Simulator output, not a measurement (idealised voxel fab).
process module | voxel self aligned vias
cross-section cut | 265 nm wide | cells 5 nm
A cross-section is a grid of square cells, given in bands from the top down. A band is one or more rows of cells.
Each band's line starts with the height of the band's top and of its bottom, in nm. Then come its materials from left to right, each with its width in nm. One material with "throughout" fills the band from edge to edge. "air" is empty space.
Height 0 is the level under which the wafer as received is all one material. The lowest band goes on downwards, as in "0 down".
A width such as "30 to 40" changes by the same amount from each row of cells to the next, from the band's top row to its bottom row.
"no change" after a step means that no cell of the cross-section changed.
closed voids: empty space of 8 cells or more with no open way to the top, each as width x height at its distance from the left edge, in nm
after a step's settings: what the simulator itself notes on the step
overlay nm, on a step with a mask: how far to the right of its planned place the mask lay; to the left if negative
plan
1 op RECEIVE | material Si
2 op CONFORMAL_DEP | material SiO2 | thk nm 15
3 op CONFORMAL_DEP | material SiCN | thk nm 5
4 op DIRECTIONAL_DEP | material lowk | thk nm 30
5 op PATTERN | tone open | mask id LINES | material resist | width nm 20 | pitch nm 65 | thk nm 20 | overlay nm 0
6 op DIRECTIONAL_ETCH | etch materials lowk | depth nm 30
7 op STRIP | etch materials resist
8 op CONFORMAL_DEP | material TiN | thk nm 5
9 op FILL_DEP | material W | thk nm 5
10 op CMP | height nm 50
11 op SELECTIVE_ETCH | etch materials W Ru TiN | depth nm 5
12 op FILL_DEP | material SiN | thk nm 10
13 op CMP | height nm 40
14 op DIRECTIONAL_DEP | material lowk | thk nm 20
15 op DIRECTIONAL_DEP | material aC | thk nm 10
16 op PATTERN | tone open | mask id VIAS | material resist | width nm 40 | pitch nm 65 | thk nm 30 | overlay nm 0
17 op DIRECTIONAL_ETCH | etch materials aC | depth nm 10
18 op STRIP | etch materials resist
19 op DIRECTIONAL_ETCH | etch materials lowk | depth nm 20
20 op DIRECTIONAL_ETCH | etch materials SiN | depth nm 5
21 op STRIP | etch materials aC
22 op CONFORMAL_DEP | material TiN | thk nm 5
23 op FILL_DEP | material W | thk nm 5
24 op CMP | height nm 70
25 op CONFORMAL_DEP | material SiCN | thk nm 5
varied across the wafers: height nm of step 13. The plan shows the first wafer's value. All wafers start alike
first wafer as received, after step 1
  0 down: Si throughout
  closed voids: none
each wafer at the end: cells of each material gained (+) or lost (-) since it was received, then its closed voids
height nm 40 | +106 SiCN | +159 SiO2 | +89 TiN | +113 W | +328 lowk | closed voids: none
height nm 45 | +106 SiCN | +159 SiO2 | +93 TiN | +64 W | +373 lowk | closed voids: none
height nm 50 | +106 SiCN | +159 SiO2 | +56 TiN | +56 W | +418 lowk | closed voids: none
height nm 55 | +106 SiCN | +45 SiN | +159 SiO2 | +52 TiN | +52 W | +381 lowk | closed voids: none
height nm 60 | +106 SiCN | +98 SiN | +159 SiO2 | +48 TiN | +40 W | +344 lowk | closed voids: none
